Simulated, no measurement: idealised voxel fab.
Process module heading - voxel wiring stack
Cross-sectional view cut (width: 230 nm; square cell size: 5 nm).
Cross-section layout: square cells on a grid; listed as bands, top to bottom; a band spans one or more cell rows. What a band's entry tells you: where the top is and where the bottom is, as heights in nm, and after that what lies inside, material by material from left to right, each with its width in nm. Empty space is written as the word "blank", and a single material marked with the word "everywhere" occupies the band from edge to edge. Heights from 0 (as-received wafer is one material below). Bottom band endless downward, as "0 nm and below". Think of "30 to 40" as a width that walks from the first number to the second as you go down the band, top row to bottom row, taking equal-sized steps from row to row. Take "nothing different" at face value: in the step it is given for, the cross-section changed in none of its cells. Heads up: "Trapped voids" only lists the empty pockets with no open path to the top that are 8 cells or more, and it writes them as width x height at distance, distance from the left edge, in nm. Post-settings text on a step line: simulator's own remark regarding the step. On any step carrying a mask, the "overlay nm" setting, if present on the step's line, tells how far right of its planned place the mask lay; negative values point to the left. Everything after this point is organized in pairs: a cross-section before one process step, a cross-section after it that shows only as deep as the lowest changed band, and, under the pair, the intervening step with its settings. Because different runs of this module on the same starting wafer can supply different pairs, a pair continues from the pair above it only if its entry headed "Pre-step" says so.
Pre-step:
* 90 nm to 85 nm = blank=50, SiN=20, blank=5, SiN=35, blank=20, SiN=20, blank=5, SiN=35, blank=40
* 85 nm to 75 nm = blank=50 to 35, SiN=5 to 20, W=10, SiN=5, blank=5, SiN=5, W=25, SiN=5, blank=20 to 5, SiN=5 to 20, W=10, SiN=5, blank=5, SiN=5, W=25, SiN=5, blank=40
* 75 nm to 70 nm = blank=35, SiN=5, W=25, SiN=5, blank=5, SiN=5, W=25, SiN=5, blank=5, SiN=5, W=25, SiN=5, blank=5, SiN=5, W=25, SiN=5, blank=40
* 70 nm to 65 nm = SiN=40, W=15, TiN=10, SiN=15, TiN=25, SiN=15, W=15, TiN=10, SiN=15, TiN=25, SiN=45
* 65 nm to 60 nm = SiO2=40, W=15, SiO2=65, W=15, SiO2=95
* 60 nm to 55 nm = SiO2=40, TiN=15, SiO2=65, TiN=15, SiO2=95
* 55 nm to 50 nm = SiO2=40, Ru=15, SiO2=65, Ru=15, SiO2=95
* 50 nm to 45 nm = SiCN=40, Ru=15, SiCN=65, Ru=15, SiCN=95
* 45 nm to 20 nm = lowk=40, W=25, lowk=15, W=25, lowk=15, W=25, lowk=15, W=25, lowk=45
* 20 nm to 15 nm = lowk=40, TiN=25, lowk=15, TiN=25, lowk=15, TiN=25, lowk=15, TiN=25, lowk=45
* 15 nm to 0 nm = SiO2 everywhere
* 0 nm and below = Si everywhere
* Trapped voids: none
Step Result:
* 95 nm to 90 nm = SiO2 everywhere
* 90 nm to 85 nm = SiO2=50, SiN=20, SiO2=5, SiN=35, SiO2=20, SiN=20, SiO2=5, SiN=35, SiO2=40
* 85 nm to 75 nm = SiO2=50 to 35, SiN=5 to 20, W=10, SiN=5, SiO2=5, SiN=5, W=25, SiN=5, SiO2=20 to 5, SiN=5 to 20, W=10, SiN=5, SiO2=5, SiN=5, W=25, SiN=5, SiO2=40
* 75 nm to 70 nm = SiO2=35, SiN=5, W=25, SiN=5, SiO2=5, SiN=5, W=25, SiN=5, SiO2=5, SiN=5, W=25, SiN=5, SiO2=5, SiN=5, W=25, SiN=5, SiO2=40
* Nothing below the height 70 has changed.
* Trapped voids: none
Step that separates the before view from the after view above: FILL_DEP | material SiO2 | thk nm 5
Pre-step: the state before this step is the cross-section shown after the step in the pair just above.
Step Result:
* 85 nm to 75 nm = SiO2=50 to 35, SiN=5 to 20, W=10, SiN=5, SiO2=5, SiN=5, W=25, SiN=5, SiO2=20 to 5, SiN=5 to 20, W=10, SiN=5, SiO2=5, SiN=5, W=25, SiN=5, SiO2=40
* Nothing below the height 75 has changed.
* Trapped voids: none
Step that separates the before view from the after view above: CMP | height nm 85
Pre-step: the state before this step is the cross-section shown after the step in the pair just above.
Step Result:
* 90 nm to 85 nm = SiCN everywhere
* Nothing below the height 85 has changed.
* Trapped voids: none
Step that separates the before view from the after view above: CONFORMAL_DEP | material SiCN | thk nm 5
Pre-step: the state before this step is the cross-section shown after the step in the pair just above.
Step Result:
* 115 nm to 90 nm = lowk everywhere
* Nothing below the height 90 has changed.
* Trapped voids: none
Step that separates the before view from the after view above: DIRECTIONAL_DEP | material lowk | thk nm 25
Pre-step: the state before this step is the cross-section shown after the step in the pair just above.
Step Result:
* 130 nm to 115 nm = aC everywhere
* Nothing below the height 115 has changed.
* Trapped voids: none
Step that separates the before view from the after view above: DIRECTIONAL_DEP | material aC | thk nm 15
Pre-step: the state before this step is the cross-section shown after the step in the pair just above.
Step Result:
* 165 nm to 130 nm = resist=40, blank=15, resist=25, blank=15, resist=25, blank=15, resist=25, blank=15, resist=55
* Nothing below the height 130 has changed.
* Trapped voids: none
Step that separates the before view from the after view above: PATTERN | tone open | mask id METAL_3_HOLES | material resist | width nm 15 | pitch nm 40 | thk nm 35 | overlay nm 0
Pre-step: the state before this step is the cross-section shown after the step in the pair just above.
Step Result:
* 150 nm to 130 nm = resist=40, blank=15, resist=25, blank=15, resist=25, blank=15, resist=25, blank=15, resist=55
* 130 nm to 115 nm = aC=40, blank=15, aC=25, blank=15, aC=25, blank=15, aC=25, blank=15, aC=55
* Nothing below the height 115 has changed.
* Trapped voids: none
Step that separates the before view from the after view above: DIRECTIONAL_ETCH | etch materials aC | depth nm 15
Pre-step: the state before this step is the cross-section shown after the step in the pair just above.
Step Result:
* 130 nm to 115 nm = aC=40, blank=15, aC=25, blank=15, aC=25, blank=15, aC=25, blank=15, aC=55
* Nothing below the height 115 has changed.
* Trapped voids: none
Step that separates the before view from the after view above: STRIP | etch materials resist
Pre-step: the state before this step is the cross-section shown after the step in the pair just above.
Step Result:
* 130 nm to 115 nm = aC=40, blank=15, aC=25, blank=15, aC=25, blank=15, aC=25, blank=15, aC=55
* 115 nm to 90 nm = lowk=40, blank=15, lowk=25, blank=15, lowk=25, blank=15, lowk=25, blank=15, lowk=55
* Nothing below the height 90 has changed.
* Trapped voids: none
Step that separates the before view from the after view above: DIRECTIONAL_ETCH | etch materials lowk | depth nm 25
Pre-step: the state before this step is the cross-section shown after the step in the pair just above.
Step Result:
* 115 nm to 90 nm = lowk=40, blank=15, lowk=25, blank=15, lowk=25, blank=15, lowk=25, blank=15, lowk=55
* Nothing below the height 90 has changed.
* Trapped voids: none
Step that separates the before view from the after view above: STRIP | etch materials aC
Pre-step: the state before this step is the cross-section shown after the step in the pair just above.
Step Result:
* 125 nm to 115 nm = aC=40, blank=15, aC=25, blank=15, aC=25, blank=15, aC=25, blank=15, aC=55
* 115 nm to 100 nm = lowk=40, blank=15, lowk=25, blank=15, lowk=25, blank=15, lowk=25, blank=15, lowk=55
* 100 nm to 90 nm = lowk=40, aC=15, lowk=25, aC=15, lowk=25, aC=15, lowk=25, aC=15, lowk=55
* Nothing below the height 90 has changed.
* Trapped voids: none
Step that separates the before view from the after view above: DIRECTIONAL_DEP | material aC | thk nm 10
Pre-step: the state before this step is the cross-section shown after the step in the pair just above.
Step Result:
* 150 nm to 125 nm = resist=40, blank=25, resist=15, blank=25, resist=15, blank=25, resist=15, blank=25, resist=45
* Nothing below the height 125 has changed.
* Trapped voids: none
Step that separates the before view from the after view above: PATTERN | tone open | mask id METAL_3 | material resist | width nm 25 | pitch nm 40 | thk nm 25 | overlay nm 0
Pre-step: the state before this step is the cross-section shown after the step in the pair just above.
Step Result:
* 140 nm to 125 nm = resist=40, blank=25, resist=15, blank=25, resist=15, blank=25, resist=15, blank=25, resist=45
* 125 nm to 115 nm = aC=40, blank=25, aC=15, blank=25, aC=15, blank=25, aC=15, blank=25, aC=45
* 115 nm to 90 nm = lowk=40, blank=15, lowk=25, blank=15, lowk=25, blank=15, lowk=25, blank=15, lowk=55
* Nothing below the height 90 has changed.
* Trapped voids: none
Step that separates the before view from the after view above: DIRECTIONAL_ETCH | etch materials aC | depth nm 10
Pre-step: the state before this step is the cross-section shown after the step in the pair just above.
Step Result:
* 125 nm to 115 nm = aC=40, blank=25, aC=15, blank=25, aC=15, blank=25, aC=15, blank=25, aC=45
* Nothing below the height 115 has changed.
* Trapped voids: none
Step that separates the before view from the after view above: STRIP | etch materials resist
Pre-step: the state before this step is the cross-section shown after the step in the pair just above.
Step Result:
* 125 nm to 115 nm = aC=40, blank=25, aC=15, blank=25, aC=15, blank=25, aC=15, blank=25, aC=45
* 115 nm to 100 nm = lowk=40, blank=25, lowk=15, blank=25, lowk=15, blank=25, lowk=15, blank=25, lowk=45
* Nothing below the height 100 has changed.
* Trapped voids: none
Step that separates the before view from the after view above: DIRECTIONAL_ETCH | etch materials lowk | depth nm 15
Pre-step: the state before this step is the cross-section shown after the step in the pair just above.
Step Result:
* 125 nm to 115 nm = aC=40, blank=25, aC=15, blank=25, aC=15, blank=25, aC=15, blank=25, aC=45
* 115 nm to 100 nm = lowk=40, blank=25, lowk=15, blank=25, lowk=15, blank=25, lowk=15, blank=25, lowk=45
* 100 nm to 90 nm = lowk=40, blank=15, lowk=25, blank=15, lowk=25, blank=15, lowk=25, blank=15, lowk=55
* 90 nm to 85 nm = SiCN=40, blank=15, SiCN=25, blank=15, SiCN=25, blank=15, SiCN=25, blank=15, SiCN=55
* Nothing below the height 85 has changed.
* Trapped voids: none
Step that separates the before view from the after view above: DIRECTIONAL_ETCH | etch materials SiCN | depth nm 5
Pre-step: the state before this step is the cross-section shown after the step in the pair just above.
Step Result:
* 115 nm to 100 nm = lowk=40, blank=25, lowk=15, blank=25, lowk=15, blank=25, lowk=15, blank=25, lowk=45
* Nothing below the height 100 has changed.
* Trapped voids: none
Step that separates the before view from the after view above: STRIP | etch materials aC
Pre-step: the state before this step is the cross-section shown after the step in the pair just above.
Step Result:
* 120 nm to 115 nm = TiN=45, blank=15, TiN=25, blank=15, TiN=25, blank=15, TiN=25, blank=15, TiN=50
* 115 nm to 105 nm = lowk=40, TiN=5, blank=15, TiN=5, lowk=15, TiN=5, blank=15, TiN=5, lowk=15, TiN=5, blank=15, TiN=5, lowk=15, TiN=5, blank=15, TiN=5, lowk=45
* 105 nm to 100 nm = lowk=40, TiN=5, blank=5, TiN=15, lowk=15, TiN=5, blank=5, TiN=15, lowk=15, TiN=5, blank=5, TiN=15, lowk=15, TiN=5, blank=5, TiN=15, lowk=45
* 100 nm to 90 nm = lowk=40, TiN=5, blank=5, TiN=5, lowk=25, TiN=5, blank=5, TiN=5, lowk=25, TiN=5, blank=5, TiN=5, lowk=25, TiN=5, blank=5, TiN=5, lowk=55
* 90 nm to 85 nm = SiCN=40, TiN=15, SiCN=25, TiN=15, SiCN=25, TiN=15, SiCN=25, TiN=15, SiCN=55
* Nothing below the height 85 has changed.
* Trapped voids: none
Step that separates the before view from the after view above: CONFORMAL_DEP | material TiN | thk nm 5
Pre-step: the state before this step is the cross-section shown after the step in the pair just above.
Step Result:
* 125 nm to 120 nm = Ru everywhere
* 120 nm to 115 nm = TiN=45, Ru=15, TiN=25, Ru=15, TiN=25, Ru=15, TiN=25, Ru=15, TiN=50
* 115 nm to 105 nm = lowk=40, TiN=5, Ru=15, TiN=5, lowk=15, TiN=5, Ru=15, TiN=5, lowk=15, TiN=5, Ru=15, TiN=5, lowk=15, TiN=5, Ru=15, TiN=5, lowk=45
* 105 nm to 100 nm = lowk=40, TiN=5, Ru=5, TiN=15, lowk=15, TiN=5, Ru=5, TiN=15, lowk=15, TiN=5, Ru=5, TiN=15, lowk=15, TiN=5, Ru=5, TiN=15, lowk=45
* 100 nm to 90 nm = lowk=40, TiN=5, Ru=5, TiN=5, lowk=25, TiN=5, Ru=5, TiN=5, lowk=25, TiN=5, Ru=5, TiN=5, lowk=25, TiN=5, Ru=5, TiN=5, lowk=55
* Nothing below the height 90 has changed.
* Trapped voids: none
Step that separates the before view from the after view above: FILL_DEP | material Ru | thk nm 5
Pre-step: the state before this step is the cross-section shown after the step in the pair just above.
Step Result:
* 115 nm to 105 nm = lowk=40, TiN=5, Ru=15, TiN=5, lowk=15, TiN=5, Ru=15, TiN=5, lowk=15, TiN=5, Ru=15, TiN=5, lowk=15, TiN=5, Ru=15, TiN=5, lowk=45
* Nothing below the height 105 has changed.
* Trapped voids: none
Step that separates the before view from the after view above: CMP | height nm 115
Pre-step: the state before this step is the cross-section shown after the step in the pair just above.
Step Result:
* 120 nm to 115 nm = SiCN everywhere
* Nothing below the height 115 has changed.
* Trapped voids: none
Step that separates the before view from the after view above: CONFORMAL_DEP | material SiCN | thk nm 5
Pre-step: the state before this step is the cross-section shown after the step in the pair just above.
Step Result:
* 135 nm to 120 nm = lowk everywhere
* Nothing below the height 120 has changed.
* Trapped voids: none
Step that separates the before view from the after view above: DIRECTIONAL_DEP | material lowk | thk nm 15
Pre-step: the state before this step is the cross-section shown after the step in the pair just above.
Step Result:
* 150 nm to 135 nm = resist=40, blank=15, resist=65, blank=15, resist=95
* Nothing below the height 135 has changed.
* Trapped voids: none
Step that separates the before view from the after view above: PATTERN | tone open | mask id PLUG_3 | material resist | width nm 15 | pitch nm 80 | thk nm 15 | overlay nm 0
Pre-step: the state before this step is the cross-section shown after the step in the pair just above.
Step Result:
* 150 nm to 135 nm = resist=40, blank=15, resist=65, blank=15, resist=95
* 135 nm to 120 nm = lowk=40, blank=15, lowk=65, blank=15, lowk=95
* Nothing below the height 120 has changed.
* Trapped voids: none
Step that separates the before view from the after view above: DIRECTIONAL_ETCH | etch materials lowk | depth nm 15
Pre-step: the state before this step is the cross-section shown after the step in the pair just above.
Step Result:
* 150 nm to 135 nm = resist=40, blank=15, resist=65, blank=15, resist=95
* 135 nm to 120 nm = lowk=40, blank=15, lowk=65, blank=15, lowk=95
* 120 nm to 115 nm = SiCN=40, blank=15, SiCN=65, blank=15, SiCN=95
* Nothing below the height 115 has changed.
* Trapped voids: none
Step that separates the before view from the after view above: DIRECTIONAL_ETCH | etch materials SiCN | depth nm 5
Pre-step: the state before this step is the cross-section shown after the step in the pair just above.
Step Result:
* 135 nm to 120 nm = lowk=40, blank=15, lowk=65, blank=15, lowk=95
* Nothing below the height 120 has changed.
* Trapped voids: none
Step that separates the before view from the after view above: STRIP | etch materials resist
Pre-step: the state before this step is the cross-section shown after the step in the pair just above.
Step Result:
* 140 nm to 135 nm = TiN=45, blank=5, TiN=75, blank=5, TiN=100
* 135 nm to 120 nm = lowk=40, TiN=5, blank=5, TiN=5, lowk=65, TiN=5, blank=5, TiN=5, lowk=95
* 120 nm to 115 nm = SiCN=40, TiN=15, SiCN=65, TiN=15, SiCN=95
* Nothing below the height 115 has changed.
* Trapped voids: none
Step that separates the before view from the after view above: CONFORMAL_DEP | material TiN | thk nm 5
Pre-step: the state before this step is the cross-section shown after the step in the pair just above.
Step Result:
* 145 nm to 140 nm = W everywhere
* 140 nm to 135 nm = TiN=45, W=5, TiN=75, W=5, TiN=100
* 135 nm to 120 nm = lowk=40, TiN=5, W=5, TiN=5, lowk=65, TiN=5, W=5, TiN=5, lowk=95
* Nothing below the height 120 has changed.
* Trapped voids: none
Step that separates the before view from the after view above: FILL_DEP | material W | thk nm 5
Pre-step: the state before this step is the cross-section shown after the step in the pair just above.
Step Result:
* 135 nm to 120 nm = lowk=40, TiN=5, W=5, TiN=5, lowk=65, TiN=5, W=5, TiN=5, lowk=95
* Nothing below the height 120 has changed.
* Trapped voids: none
Step that separates the before view from the after view above: CMP | height nm 135
Pre-step: the state before this step is the cross-section shown after the step in the pair just above.
Step Result:
* 140 nm to 135 nm = TiN everywhere
* Nothing below the height 135 has changed.
* Trapped voids: none
Step that separates the before view from the after view above: DIRECTIONAL_DEP | material TiN | thk nm 5
Pre-step: the state before this step is the cross-section shown after the step in the pair just above.
Step Result:
* 155 nm to 140 nm = W everywhere
* Nothing below the height 140 has changed.
* Trapped voids: none
Step that separates the before view from the after view above: DIRECTIONAL_DEP | material W | thk nm 15
Pre-step: the state before this step is the cross-section shown after the step in the pair just above.
Step Result:
* 170 nm to 155 nm = blank=40, resist=25, blank=15, resist=25, blank=15, resist=25, blank=15, resist=25, blank=45
* Nothing below the height 155 has changed.
* Trapped voids: none
Step that separates the before view from the after view above: PATTERN | tone cover | mask id METAL_4 | material resist | width nm 25 | pitch nm 40 | thk nm 15 | overlay nm 0
Pre-step: the state before this step is the cross-section shown after the step in the pair just above.
Step Result:
* 170 nm to 155 nm = blank=40, resist=25, blank=15, resist=25, blank=15, resist=25, blank=15, resist=25, blank=45
* 155 nm to 140 nm = blank=40, W=25, blank=15, W=25, blank=15, W=25, blank=15, W=25, blank=45
* Nothing below the height 140 has changed.
* Trapped voids: none
Step that separates the before view from the after view above: DIRECTIONAL_ETCH | etch materials W | depth nm 15
Pre-step: the state before this step is the cross-section shown after the step in the pair just above.
Step Result:
* 170 nm to 155 nm = blank=40, resist=25, blank=15, resist=25, blank=15, resist=25, blank=15, resist=25, blank=45
* 155 nm to 140 nm = blank=40, W=25, blank=15, W=25, blank=15, W=25, blank=15, W=25, blank=45
* 140 nm to 135 nm = blank=40, TiN=25, blank=15, TiN=25, blank=15, TiN=25, blank=15, TiN=25, blank=45
* Nothing below the height 135 has changed.
* Trapped voids: none
Step that separates the before view from the after view above: DIRECTIONAL_ETCH | etch materials TiN | depth nm 5
Pre-step: the state before this step is the cross-section shown after the step in the pair just above.
Step Result:
* 155 nm to 140 nm = blank=40, W=25, blank=15, W=25, blank=15, W=25, blank=15, W=25, blank=45
* Nothing below the height 140 has changed.
* Trapped voids: none
Step that separates the before view from the after view above: STRIP | etch materials resist
Pre-step: the state before this step is the cross-section shown after the step in the pair just above.
Step Result:
* 165 nm to 155 nm = lowk everywhere
* 155 nm to 140 nm = lowk=40, W=25, lowk=15, W=25, lowk=15, W=25, lowk=15, W=25, lowk=45
* 140 nm to 135 nm = lowk=40, TiN=25, lowk=15, TiN=25, lowk=15, TiN=25, lowk=15, TiN=25, lowk=45
* Nothing below the height 135 has changed.
* Trapped voids: none
Step that separates the before view from the after view above: FILL_DEP | material lowk | thk nm 10
Pre-step: the state before this step is the cross-section shown after the step in the pair just above.
Step Result:
* 155 nm to 140 nm = lowk=40, W=25, lowk=15, W=25, lowk=15, W=25, lowk=15, W=25, lowk=45
* Nothing below the height 140 has changed.
* Trapped voids: none
Step that separates the before view from the after view above: CMP | height nm 155
Pre-step: the state before this step is the cross-section shown after the step in the pair just above.
Step Result:
* 160 nm to 155 nm = SiCN everywhere
* Nothing below the height 155 has changed.
* Trapped voids: none
Step that separates the before view from the after view above: CONFORMAL_DEP | material SiCN | thk nm 5
Pre-step:
* 65 nm to 50 nm = SiO2 everywhere
* 50 nm to 45 nm = SiCN everywhere
* 45 nm to 20 nm = lowk=40, W=25, lowk=15, W=25, lowk=15, W=25, lowk=15, W=25, lowk=45
* 20 nm to 15 nm = lowk=40, TiN=25, lowk=15, TiN=25, lowk=15, TiN=25, lowk=15, TiN=25, lowk=45
* 15 nm to 0 nm = SiO2 everywhere
* 0 nm and below = Si everywhere
* Trapped voids: none
Step Result:
* 80 nm to 50 nm = SiO2 everywhere
* Nothing below the height 50 has changed.
* Trapped voids: none
Step that separates the before view from the after view above: DIRECTIONAL_DEP | material SiO2 | thk nm 15
Pre-step: the state before this step is the cross-section shown after the step in the pair just above.
Step Result:
* 90 nm to 80 nm = aC everywhere
* Nothing below the height 80 has changed.
* Trapped voids: none
Step that separates the before view from the after view above: DIRECTIONAL_DEP | material aC | thk nm 10
Pre-step: the state before this step is the cross-section shown after the step in the pair just above.
Step Result:
* 115 nm to 90 nm = resist=40, blank=15, resist=65, blank=15, resist=95
* Nothing below the height 90 has changed.
* Trapped voids: none
Step that separates the before view from the after view above: PATTERN | tone open | mask id PLUG_1 | material resist | width nm 15 | pitch nm 80 | thk nm 25 | overlay nm 0
Pre-step: the state before this step is the cross-section shown after the step in the pair just above.
Step Result:
* 105 nm to 90 nm = resist=40, blank=15, resist=65, blank=15, resist=95
* 90 nm to 80 nm = aC=40, blank=15, aC=65, blank=15, aC=95
* Nothing below the height 80 has changed.
* Trapped voids: none
Step that separates the before view from the after view above: DIRECTIONAL_ETCH | etch materials aC | depth nm 10
Pre-step: the state before this step is the cross-section shown after the step in the pair just above.
Step Result:
* 90 nm to 80 nm = aC=40, blank=15, aC=65, blank=15, aC=95
* Nothing below the height 80 has changed.
* Trapped voids: none
Step that separates the before view from the after view above: STRIP | etch materials resist
Pre-step: the state before this step is the cross-section shown after the step in the pair just above.
Step Result:
* 90 nm to 80 nm = aC=40, blank=15, aC=65, blank=15, aC=95
* 80 nm to 65 nm = SiO2=40, blank=15, SiO2=65, blank=15, SiO2=95
* Nothing below the height 65 has changed.
* Trapped voids: none
Step that separates the before view from the after view above: DIRECTIONAL_ETCH | etch materials SiO2 | depth nm 15
Pre-step: the state before this step is the cross-section shown after the step in the pair just above.
Step Result:
* 80 nm to 65 nm = SiO2=40, blank=15, SiO2=65, blank=15, SiO2=95
* Nothing below the height 65 has changed.
* Trapped voids: none
Step that separates the before view from the after view above: STRIP | etch materials aC
Pre-step: the state before this step is the cross-section shown after the step in the pair just above.
Step Result:
* 85 nm to 80 nm = TiN=40, blank=15, TiN=65, blank=15, TiN=95
* 80 nm to 70 nm = SiO2=40, blank=15, SiO2=65, blank=15, SiO2=95
* 70 nm to 65 nm = SiO2=40, TiN=15, SiO2=65, TiN=15, SiO2=95
* Nothing below the height 65 has changed.
* Trapped voids: none
Step that separates the before view from the after view above: DIRECTIONAL_DEP | material TiN | thk nm 5
Pre-step: the state before this step is the cross-section shown after the step in the pair just above.
Step Result:
* 100 nm to 85 nm = W=40, blank=15, W=65, blank=15, W=95
* 85 nm to 80 nm = TiN=40, W=15, TiN=65, W=15, TiN=95
* 80 nm to 70 nm = SiO2=40, W=15, SiO2=65, W=15, SiO2=95
* Nothing below the height 70 has changed.
* Trapped voids: none
Step that separates the before view from the after view above: DIRECTIONAL_DEP | material W | thk nm 15
Pre-step: the state before this step is the cross-section shown after the step in the pair just above.
Step Result:
* 100 nm to 85 nm = blank=55, W=10, blank=15, W=25, blank=30, W=10, blank=15, W=25, blank=45
* Nothing below the height 85 has changed.
* Trapped voids: none
Step that separates the before view from the after view above: MASKED_ETCH | tone cover | mask id METAL_2 | width nm 25 | pitch nm 40 | etch materials W | depth nm 15 | overlay nm 0
Pre-step: the state before this step is the cross-section shown after the step in the pair just above.
Step Result:
* 100 nm to 85 nm = blank=55, W=10, blank=15, W=25, blank=30, W=10, blank=15, W=25, blank=45
* 85 nm to 80 nm = blank=40, W=15, TiN=10, blank=15, TiN=25, blank=15, W=15, TiN=10, blank=15, TiN=25, blank=45
* Nothing below the height 80 has changed.
* Trapped voids: none
Step that separates the before view from the after view above: MASKED_ETCH | tone cover | mask id METAL_2 | width nm 25 | pitch nm 40 | etch materials TiN | depth nm 5 | overlay nm 0
Pre-step: the state before this step is the cross-section shown after the step in the pair just above.
Step Result:
* 105 nm to 100 nm = blank=50, SiN=20, blank=5, SiN=35, blank=20, SiN=20, blank=5, SiN=35, blank=40
* 100 nm to 90 nm = blank=50, SiN=5, W=10, SiN=5, blank=5, SiN=5, W=25, SiN=5, blank=20, SiN=5, W=10, SiN=5, blank=5, SiN=5, W=25, SiN=5, blank=40
* 90 nm to 85 nm = blank=35, SiN=20, W=10, SiN=5, blank=5, SiN=5, W=25, SiN=5, blank=5, SiN=20, W=10, SiN=5, blank=5, SiN=5, W=25, SiN=5, blank=40
* 85 nm to 80 nm = SiN=40, W=15, TiN=10, SiN=15, TiN=25, SiN=15, W=15, TiN=10, SiN=15, TiN=25, SiN=45
* Nothing below the height 80 has changed.
* Trapped voids: none
Step that separates the before view from the after view above: CONFORMAL_DEP | material SiN | thk nm 5
Pre-step: the state before this step is the cross-section shown after the step in the pair just above.
Step Result:
* 110 nm to 105 nm = SiO2 everywhere
* 105 nm to 100 nm = SiO2=50, SiN=20, SiO2=5, SiN=35, SiO2=20, SiN=20, SiO2=5, SiN=35, SiO2=40
* 100 nm to 90 nm = SiO2=50, SiN=5, W=10, SiN=5, SiO2=5, SiN=5, W=25, SiN=5, SiO2=20, SiN=5, W=10, SiN=5, SiO2=5, SiN=5, W=25, SiN=5, SiO2=40
* 90 nm to 85 nm = SiO2=35, SiN=20, W=10, SiN=5, SiO2=5, SiN=5, W=25, SiN=5, SiO2=5, SiN=20, W=10, SiN=5, SiO2=5, SiN=5, W=25, SiN=5, SiO2=40
* Nothing below the height 85 has changed.
* Trapped voids: none
Step that separates the before view from the after view above: FILL_DEP | material SiO2 | thk nm 5
Pre-step: the state before this step is the cross-section shown after the step in the pair just above.
Step Result:
* 85 nm to 80 nm = SiN=40, W=15, TiN=10, SiN=15, TiN=25, SiN=15, W=15, TiN=10, SiN=15, TiN=25, SiN=45
* Nothing below the height 80 has changed.
* Trapped voids: none
Step that separates the before view from the after view above: CMP | height nm 85
Pre-step: the state before this step is the cross-section shown after the step in the pair just above.
Step Result:
* 90 nm to 85 nm = SiCN everywhere
* Nothing below the height 85 has changed.
* Trapped voids: none
Step that separates the before view from the after view above: CONFORMAL_DEP | material SiCN | thk nm 5
Pre-step: the state before this step is the cross-section shown after the step in the pair just above.
Step Result:
* 115 nm to 90 nm = lowk everywhere
* Nothing below the height 90 has changed.
* Trapped voids: none
Step that separates the before view from the after view above: DIRECTIONAL_DEP | material lowk | thk nm 25
Pre-step: the state before this step is the cross-section shown after the step in the pair just above.
Step Result:
* 130 nm to 115 nm = aC everywhere
* Nothing below the height 115 has changed.
* Trapped voids: none
Step that separates the before view from the after view above: DIRECTIONAL_DEP | material aC | thk nm 15
Pre-step: the state before this step is the cross-section shown after the step in the pair just above.
Step Result:
* 165 nm to 130 nm = resist=40, blank=15, resist=25, blank=15, resist=25, blank=15, resist=25, blank=15, resist=55
* Nothing below the height 130 has changed.
* Trapped voids: none
Step that separates the before view from the after view above: PATTERN | tone open | mask id METAL_3_HOLES | material resist | width nm 15 | pitch nm 40 | thk nm 35 | overlay nm 0
Pre-step: the state before this step is the cross-section shown after the step in the pair just above.
Step Result:
* 150 nm to 130 nm = resist=40, blank=15, resist=25, blank=15, resist=25, blank=15, resist=25, blank=15, resist=55
* 130 nm to 115 nm = aC=40, blank=15, aC=25, blank=15, aC=25, blank=15, aC=25, blank=15, aC=55
* Nothing below the height 115 has changed.
* Trapped voids: none
Step that separates the before view from the after view above: DIRECTIONAL_ETCH | etch materials aC | depth nm 15
Pre-step: the state before this step is the cross-section shown after the step in the pair just above.
Step Result:
* 130 nm to 115 nm = aC=40, blank=15, aC=25, blank=15, aC=25, blank=15, aC=25, blank=15, aC=55
* Nothing below the height 115 has changed.
* Trapped voids: none
Step that separates the before view from the after view above: STRIP | etch materials resist
Pre-step: the state before this step is the cross-section shown after the step in the pair just above.
Step Result:
* 130 nm to 115 nm = aC=40, blank=15, aC=25, blank=15, aC=25, blank=15, aC=25, blank=15, aC=55
* 115 nm to 90 nm = lowk=40, blank=15, lowk=25, blank=15, lowk=25, blank=15, lowk=25, blank=15, lowk=55
* Nothing below the height 90 has changed.
* Trapped voids: none
Step that separates the before view from the after view above: DIRECTIONAL_ETCH | etch materials lowk | depth nm 25
Pre-step: the state before this step is the cross-section shown after the step in the pair just above.
Step Result:
* 115 nm to 90 nm = lowk=40, blank=15, lowk=25, blank=15, lowk=25, blank=15, lowk=25, blank=15, lowk=55
* Nothing below the height 90 has changed.
* Trapped voids: none
Step that separates the before view from the after view above: STRIP | etch materials aC
Pre-step: the state before this step is the cross-section shown after the step in the pair just above.
Step Result:
* 125 nm to 115 nm = aC=40, blank=15, aC=25, blank=15, aC=25, blank=15, aC=25, blank=15, aC=55
* 115 nm to 100 nm = lowk=40, blank=15, lowk=25, blank=15, lowk=25, blank=15, lowk=25, blank=15, lowk=55
* 100 nm to 90 nm = lowk=40, aC=15, lowk=25, aC=15, lowk=25, aC=15, lowk=25, aC=15, lowk=55
* Nothing below the height 90 has changed.
* Trapped voids: none
Step that separates the before view from the after view above: DIRECTIONAL_DEP | material aC | thk nm 10
Pre-step: the state before this step is the cross-section shown after the step in the pair just above.
Step Result:
* 150 nm to 125 nm = resist=40, blank=25, resist=15, blank=25, resist=15, blank=25, resist=15, blank=25, resist=45
* Nothing below the height 125 has changed.
* Trapped voids: none
Step that separates the before view from the after view above: PATTERN | tone open | mask id METAL_3 | material resist | width nm 25 | pitch nm 40 | thk nm 25 | overlay nm 0
Pre-step: the state before this step is the cross-section shown after the step in the pair just above.
Step Result:
* 140 nm to 125 nm = resist=40, blank=25, resist=15, blank=25, resist=15, blank=25, resist=15, blank=25, resist=45
* 125 nm to 115 nm = aC=40, blank=25, aC=15, blank=25, aC=15, blank=25, aC=15, blank=25, aC=45
* 115 nm to 90 nm = lowk=40, blank=15, lowk=25, blank=15, lowk=25, blank=15, lowk=25, blank=15, lowk=55
* Nothing below the height 90 has changed.
* Trapped voids: none
Step that separates the before view from the after view above: DIRECTIONAL_ETCH | etch materials aC | depth nm 10
Pre-step: the state before this step is the cross-section shown after the step in the pair just above.
Step Result:
* 125 nm to 115 nm = aC=40, blank=25, aC=15, blank=25, aC=15, blank=25, aC=15, blank=25, aC=45
* Nothing below the height 115 has changed.
* Trapped voids: none
Step that separates the before view from the after view above: STRIP | etch materials resist
Pre-step: the state before this step is the cross-section shown after the step in the pair just above.
Step Result:
* 125 nm to 115 nm = aC=40, blank=25, aC=15, blank=25, aC=15, blank=25, aC=15, blank=25, aC=45
* 115 nm to 100 nm = lowk=40, blank=25, lowk=15, blank=25, lowk=15, blank=25, lowk=15, blank=25, lowk=45
* Nothing below the height 100 has changed.
* Trapped voids: none
Step that separates the before view from the after view above: DIRECTIONAL_ETCH | etch materials lowk | depth nm 15
Pre-step: the state before this step is the cross-section shown after the step in the pair just above.
Step Result:
* 125 nm to 115 nm = aC=40, blank=25, aC=15, blank=25, aC=15, blank=25, aC=15, blank=25, aC=45
* 115 nm to 100 nm = lowk=40, blank=25, lowk=15, blank=25, lowk=15, blank=25, lowk=15, blank=25, lowk=45
* 100 nm to 90 nm = lowk=40, blank=15, lowk=25, blank=15, lowk=25, blank=15, lowk=25, blank=15, lowk=55
* 90 nm to 85 nm = SiCN=40, blank=15, SiCN=25, blank=15, SiCN=25, blank=15, SiCN=25, blank=15, SiCN=55
* Nothing below the height 85 has changed.
* Trapped voids: none
Step that separates the before view from the after view above: DIRECTIONAL_ETCH | etch materials SiCN | depth nm 5
